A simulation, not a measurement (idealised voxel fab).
process module | voxel spacer lines
cross-section cut | 195 nm wide | cells 5 nm
A cross-section is a grid of square cells, given in bands from the top down. A band is one or more rows of cells.
Each band's line starts with the height of the band's top and of its bottom, in nm. Then come its materials from left to right, each with its width in nm. One material with "throughout" fills the band from edge to edge. "air" is empty space.
Height 0 is the level under which the wafer as received is all one material. The lowest band goes on downwards, as in "0 down".
A width such as "30 to 40" changes by the same amount from each row of cells to the next, from the band's top row to its bottom row.
"no change" after a step means that no cell of the cross-section changed.
closed voids: empty space of 8 cells or more with no open way to the top, each as width x height at its distance from the left edge, in nm
after a step's settings: what the simulator itself notes on the step
overlay nm, on a step with a mask: how far to the right of its planned place the mask lay; to the left if negative
plan
1 op RECEIVE | material Si
2 op CONFORMAL_DEP | material Al2O3 | thk nm 5
3 op DIRECTIONAL_DEP | material TiN | thk nm 15
4 op DIRECTIONAL_DEP | material polySi | thk nm 30
5 op PATTERN | tone cover | mask id MANDREL | material resist | width nm 20 | pitch nm 70 | thk nm 35 | overlay nm 0
6 op DIRECTIONAL_ETCH | etch materials polySi | depth nm 30
7 op STRIP | etch materials resist
8 op CONFORMAL_DEP | material SiO2 | thk nm 15
9 op DIRECTIONAL_ETCH | etch materials SiO2 | depth nm 15
10 op STRIP | etch materials polySi
11 op DIRECTIONAL_ETCH | etch materials TiN | depth nm 15
12 op STRIP | etch materials SiO2
first wafer, as planned
as received, after step 1
  0 down: Si throughout
  closed voids: none
after step 2
  5 to 0: Al2O3 throughout
  below 0: unchanged
after step 3
  20 to 5: TiN throughout
  below 5: unchanged
after step 4
  50 to 20: polySi throughout
  below 20: unchanged
after step 5
  85 to 50: air 15 | resist 20 | air 50 | resist 20 | air 50 | resist 20 | air 20
  below 50: unchanged
after step 6
  85 to 50: air 15 | resist 20 | air 50 | resist 20 | air 50 | resist 20 | air 20
  50 to 20: air 15 | polySi 20 | air 50 | polySi 20 | air 50 | polySi 20 | air 20
  below 20: unchanged
after step 7
  50 to 20: air 15 | polySi 20 | air 50 | polySi 20 | air 50 | polySi 20 | air 20
  below 20: unchanged
after step 8
  65 to 50: SiO2 50 | air 20 | SiO2 50 | air 20 | SiO2 50 | air 5
  50 to 35: SiO2 15 | polySi 20 | SiO2 15 | air 20 | SiO2 15 | polySi 20 | SiO2 15 | air 20 | SiO2 15 | polySi 20 | SiO2 15 | air 5
  35 to 20: SiO2 15 | polySi 20 | SiO2 50 | polySi 20 | SiO2 50 | polySi 20 | SiO2 20
  below 20: unchanged
after step 9
  50 to 20: SiO2 15 | polySi 20 | SiO2 15 | air 20 | SiO2 15 | polySi 20 | SiO2 15 | air 20 | SiO2 15 | polySi 20 | SiO2 15 | air 5
  below 20: unchanged
after step 10
  50 to 20: SiO2 15 | air 20 | SiO2 15 | air 20 | SiO2 15 | air 20 | SiO2 15 | air 20 | SiO2 15 | air 20 | SiO2 15 | air 5
  below 20: unchanged
after step 11
  50 to 20: SiO2 15 | air 20 | SiO2 15 | air 20 | SiO2 15 | air 20 | SiO2 15 | air 20 | SiO2 15 | air 20 | SiO2 15 | air 5
  20 to 5: TiN 15 | air 20 | TiN 15 | air 20 | TiN 15 | air 20 | TiN 15 | air 20 | TiN 15 | air 20 | TiN 15 | air 5
  below 5: unchanged
after step 12
  20 to 5: TiN 15 | air 20 | TiN 15 | air 20 | TiN 15 | air 20 | TiN 15 | air 20 | TiN 15 | air 20 | TiN 15 | air 5
  below 5: unchanged
second wafer: like start, like plan, one mistake. Through step 4 it matches the first wafer
when step 5 should have ended
  85 to 50: air 20 | resist 15 | air 55 | resist 15 | air 55 | resist 15 | air 20
  below 50: unchanged
when step 6 should have ended
  85 to 50: air 20 | resist 15 | air 55 | resist 15 | air 55 | resist 15 | air 20
  50 to 20: air 20 | polySi 15 | air 55 | polySi 15 | air 55 | polySi 15 | air 20
  below 20: unchanged
when step 7 should have ended
  50 to 20: air 20 | polySi 15 | air 55 | polySi 15 | air 55 | polySi 15 | air 20
  below 20: unchanged
when step 8 should have ended
  65 to 50: air 5 | SiO2 45 | air 25 | SiO2 45 | air 25 | SiO2 45 | air 5
  50 to 35: air 5 | SiO2 15 | polySi 15 | SiO2 15 | air 25 | SiO2 15 | polySi 15 | SiO2 15 | air 25 | SiO2 15 | polySi 15 | SiO2 15 | air 5
  35 to 20: SiO2 20 | polySi 15 | SiO2 55 | polySi 15 | SiO2 55 | polySi 15 | SiO2 20
  below 20: unchanged
when step 9 should have ended
  50 to 20: air 5 | SiO2 15 | polySi 15 | SiO2 15 | air 25 | SiO2 15 | polySi 15 | SiO2 15 | air 25 | SiO2 15 | polySi 15 | SiO2 15 | air 5
  below 20: unchanged
when step 10 should have ended
  50 to 20: air 5 | SiO2 15 | air 15 | SiO2 15 | air 25 | SiO2 15 | air 15 | SiO2 15 | air 25 | SiO2 15 | air 15 | SiO2 15 | air 5
  below 20: unchanged
when step 11 should have ended
  50 to 20: air 5 | SiO2 15 | air 15 | SiO2 15 | air 25 | SiO2 15 | air 15 | SiO2 15 | air 25 | SiO2 15 | air 15 | SiO2 15 | air 5
  20 to 5: air 5 | TiN 15 | air 15 | TiN 15 | air 25 | TiN 15 | air 15 | TiN 15 | air 25 | TiN 15 | air 15 | TiN 15 | air 5
  below 5: unchanged
when step 12 should have ended
  20 to 5: air 5 | TiN 15 | air 15 | TiN 15 | air 25 | TiN 15 | air 15 | TiN 15 | air 25 | TiN 15 | air 15 | TiN 15 | air 5
  below 5: unchanged
what went wrong: step 5 ran as: op PATTERN | tone cover | mask id MANDREL | material resist | width nm 15 | pitch nm 70 | thk nm 35 | overlay nm 0
at the end the second wafer has, in cells: as many of each material as the first, in other places
